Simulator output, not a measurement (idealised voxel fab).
Title: Process Module voxel gate over fins
Cross-section cut: width 235 nm, square cells of 5 nm.
Square cells in a grid make up a cross-section in this document, and the grid is given as bands, listed from the top down, each one or more rows of cells. Basically the band line says how high the top is and how high the bottom is, in nm, and then what's in it from left to right, every material with its width in nm. Empty space shows up as "blank", and if a single material carries "full width" it runs the full band edge to edge. For the purposes of this specification, 0 denotes the height below which the wafer in its as-received condition is composed wholly of one material, and the lowermost band, lacking a lower limit, extends downward without end, as expressed in "0 down". It should be noted that a width expressed as "30..40" varies in equal increments from row to row of cells within the band, taking the value of the first number at the top row and that of the second number at the bottom row. Basically "no alteration" means that step didn't change any cell in the cross-section. Reported under the label "Sealed void inventory" are the empty spaces having no open way to the top and comprising 8 cells or more; the notation for each is width x height at distance, in which the distance is measured from the left edge and all three values are in nm. What comes after the settings on a step's line is commentary from the simulator itself on that step. overlay nm, on a step with a mask: how far to the right of its planned place the mask lay; to the left if negative.
### Process steps - plan
1: op RECEIVE | material Si
2: op CONFORMAL_DEP | material SiN | thk nm 10
3: op PATTERN | tone cover | mask id FINS | material resist | width nm 15 | pitch nm 45 | thk nm 20 | overlay nm -15
4: op DIRECTIONAL_ETCH | etch materials SiN | depth nm 10
5: op DIRECTIONAL_ETCH | etch materials Si | depth nm 40
6: op STRIP | etch materials resist
7: op FILL_DEP | material SiO2 | thk nm 5
8: op CMP | height nm 10
9: op SELECTIVE_ETCH | etch materials SiO2 | depth nm 25
10: op STRIP | etch materials SiN
11: op CONFORMAL_DEP | material HfO2 | thk nm 5
12: op CONFORMAL_DEP | material TiN | thk nm 5
13: op CONFORMAL_DEP | material TiAl | thk nm 5
14: op CONFORMAL_DEP | material TiN | thk nm 5
15: op FILL_DEP | material W | thk nm 15
16: op CMP | height nm 30
17: op CONFORMAL_DEP | material SiN | thk nm 5
Don't read the plan's overlay nm for step 3 as applying to every wafer: that's the first wafer's value, and the wafers differ in it, though they all start identical.
### This is how the first of several wafers looked in cross-section when it arrived, which is after step 1
  0 down = Si full width
  Sealed void inventory: none
### Once step 17, the last step, is complete, the module is at its end; this is the cross-section of the first of several wafers
  35 to 30 = SiN full width
  30 to 20 = W full width
  20 to 15 = W 50 nm, then TiN 100 nm, then W 85 nm
  15 to 10 = W 50 nm, then TiN 5 nm, then TiAl 90 nm, then TiN 5 nm, then W 85 nm
  10 to 5 = W 50 nm, then TiN 5 nm, then TiAl 5 nm, then TiN 35 nm, then TiAl 10 nm, then TiN 35 nm, then TiAl 5 nm, then TiN 5 nm, then W 85 nm
  5 to 0 = TiN 55 nm, then TiAl 5 nm, then TiN 5 nm, then HfO2 25 nm, then TiN 5 nm, then TiAl 10 nm, then TiN 5 nm, then HfO2 25 nm, then TiN 5 nm, then TiAl 5 nm, then TiN 90 nm
  0 to -5 = TiAl 60 nm, then TiN 5 nm, then HfO2 5 nm, then Si 15 nm, then HfO2 5 nm, then TiN 5 nm, then TiAl 10 nm, then TiN 5 nm, then HfO2 5 nm, then Si 15 nm, then HfO2 5 nm, then TiN 5 nm, then TiAl 95 nm
  -5 to -10 = TiN 65 nm, then HfO2 5 nm, then Si 15 nm, then HfO2 5 nm, then TiN 20 nm, then HfO2 5 nm, then Si 15 nm, then HfO2 5 nm, then TiN 100 nm
  -10 to -15 = HfO2 70 nm, then Si 15 nm, then HfO2 30 nm, then Si 15 nm, then HfO2 105 nm
  -15 to -40 = SiO2 70 nm, then Si 15 nm, then SiO2 30 nm, then Si 15 nm, then SiO2 105 nm
  -40 down = Si full width
  Sealed void inventory: none
### Showing the last wafer in cross-section at the end of the module
  35 to 30 = SiN full width
  30 to 20 = W full width
  20 to 15 = W 80 nm, then TiN 100 nm, then W 55 nm
  15 to 10 = W 80 nm, then TiN 5 nm, then TiAl 90 nm, then TiN 5 nm, then W 55 nm
  10 to 5 = W 80 nm, then TiN 5 nm, then TiAl 5 nm, then TiN 35 nm, then TiAl 10 nm, then TiN 35 nm, then TiAl 5 nm, then TiN 5 nm, then W 55 nm
  5 to 0 = TiN 85 nm, then TiAl 5 nm, then TiN 5 nm, then HfO2 25 nm, then TiN 5 nm, then TiAl 10 nm, then TiN 5 nm, then HfO2 25 nm, then TiN 5 nm, then TiAl 5 nm, then TiN 60 nm
  0 to -5 = TiAl 90 nm, then TiN 5 nm, then HfO2 5 nm, then Si 15 nm, then HfO2 5 nm, then TiN 5 nm, then TiAl 10 nm, then TiN 5 nm, then HfO2 5 nm, then Si 15 nm, then HfO2 5 nm, then TiN 5 nm, then TiAl 65 nm
  -5 to -10 = TiN 95 nm, then HfO2 5 nm, then Si 15 nm, then HfO2 5 nm, then TiN 20 nm, then HfO2 5 nm, then Si 15 nm, then HfO2 5 nm, then TiN 70 nm
  -10 to -15 = HfO2 100 nm, then Si 15 nm, then HfO2 30 nm, then Si 15 nm, then HfO2 75 nm
  -15 to -40 = SiO2 100 nm, then Si 15 nm, then SiO2 30 nm, then Si 15 nm, then SiO2 75 nm
  -40 down = Si full width
  Sealed void inventory: none
### The rows of the table below are wafers. Looking at the end of the module, a row counts, for every material, the cells the wafer has gained, shown as (+), or lost, shown as (-), since it was received; its closed voids come next
overlay nm -15; +59 HfO2; -328 Si; +47 SiN; +205 SiO2; +59 TiAl; +112 TiN; +175 W; Sealed void inventory: none
overlay nm -10; +59 HfO2; -328 Si; +47 SiN; +205 SiO2; +59 TiAl; +112 TiN; +175 W; Sealed void inventory: none
overlay nm -5; +59 HfO2; -328 Si; +47 SiN; +205 SiO2; +59 TiAl; +112 TiN; +175 W; Sealed void inventory: none
overlay nm 0; +59 HfO2; -328 Si; +47 SiN; +205 SiO2; +59 TiAl; +112 TiN; +175 W; Sealed void inventory: none
overlay nm 5; +59 HfO2; -328 Si; +47 SiN; +205 SiO2; +59 TiAl; +112 TiN; +175 W; Sealed void inventory: none
overlay nm 10; +59 HfO2; -328 Si; +47 SiN; +205 SiO2; +59 TiAl; +112 TiN; +175 W; Sealed void inventory: none
overlay nm 15; +59 HfO2; -328 Si; +47 SiN; +205 SiO2; +59 TiAl; +112 TiN; +175 W; Sealed void inventory: none
